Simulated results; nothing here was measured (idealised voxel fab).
Presented below is a process module, voxel tone inversion.
Xsec cut, 225 nm wide, square cell size 5 nm.
When this document writes out a cross-section, it uses a grid of square cells and lists it as bands, beginning at the top and moving down, with a band standing for one or more rows of cells.
A band entry consists of two parts. The first gives the height of the band's top and the height of its bottom, in nm. The rest lists the band's materials from left to right, each with its width in nm. A single material labelled with the word "edge to edge" fills the band from edge to edge, and the word "empty" marks empty space.
Beneath 0, the wafer as received is one material, and that level is where height counting begins. The lowest band goes on downward without a bottom; it is written like "0..down".
Graded width ("30 to 40"): value in top row of band = first number; value in bottom row = second number; row-to-row change constant.
"no change", as given for a step, is the statement that not any cell of the cross-section underwent a change during that step.
In the "Trapped voids" entry, you get each enclosed empty space of 8 cells or more, one with no open way to the top, written width x height at distance, distance from the left edge, in nm.
It should be noted that, on the line of a given step, the content following the step's settings is a remark produced by the simulator itself with respect to that step.
overlay nm: where the mask lay relative to plan, measured to the right, on steps with a mask; negatives go left.
Pairs ahead. Before: cross-section ahead of one process step. After: cross-section once the step is done, shown to the lowest changed band only. Under each pair: that step, with settings. Caution: pairs may come from different runs of this module on the same starting wafer; a pair follows the pair above only where its "Pre-step view" entry says so.

Pre-step view
  30..25  35 nm empty, then 30 nm TiN, then 10 nm empty, then 30 nm TiN, then 10 nm empty, then 30 nm TiN, then 10 nm empty, then 30 nm TiN, then 40 nm empty
  25..15  35 nm empty, then 5 nm TiN, then 20 nm SiO2, then 5 nm TiN, then 10 nm empty, then 5 nm TiN, then 20 nm SiO2, then 5 nm TiN, then 10 nm empty, then 5 nm TiN, then 20 nm SiO2, then 5 nm TiN, then 10 nm empty, then 5 nm TiN, then 20 nm SiO2, then 5 nm TiN, then 40 nm empty
  15..10  40 nm TiN, then 20 nm SiO2, then 20 nm TiN, then 20 nm SiO2, then 20 nm TiN, then 20 nm SiO2, then 20 nm TiN, then 20 nm SiO2, then 45 nm TiN
  10..0  SiCN edge to edge
  0..down  Si edge to edge
  Trapped voids: none

Post-Process Section
  40..30  W edge to edge
  30..25  35 nm W, then 30 nm TiN, then 10 nm W, then 30 nm TiN, then 10 nm W, then 30 nm TiN, then 10 nm W, then 30 nm TiN, then 40 nm W
  25..15  35 nm W, then 5 nm TiN, then 20 nm SiO2, then 5 nm TiN, then 10 nm W, then 5 nm TiN, then 20 nm SiO2, then 5 nm TiN, then 10 nm W, then 5 nm TiN, then 20 nm SiO2, then 5 nm TiN, then 10 nm W, then 5 nm TiN, then 20 nm SiO2, then 5 nm TiN, then 40 nm W
  Anything lower than 15 is untouched.
  Trapped voids: none
Step that separates the before view from the after view above: FILL_DEP with material W, thk nm 10

Pre-step view: see the after view in the pair directly above.

Post-Process Section
  25..15  35 nm W, then 5 nm TiN, then 20 nm SiO2, then 5 nm TiN, then 10 nm W, then 5 nm TiN, then 20 nm SiO2, then 5 nm TiN, then 10 nm W, then 5 nm TiN, then 20 nm SiO2, then 5 nm TiN, then 10 nm W, then 5 nm TiN, then 20 nm SiO2, then 5 nm TiN, then 40 nm W
  Anything lower than 15 is untouched.
  Trapped voids: none
Step that separates the before view from the after view above: CMP with height nm 25

Pre-step view: see the after view in the pair directly above.

Post-Process Section
  30..25  SiN edge to edge
  Anything lower than 25 is untouched.
  Trapped voids: none
Step that separates the before view from the after view above: CONFORMAL_DEP with material SiN, thk nm 5
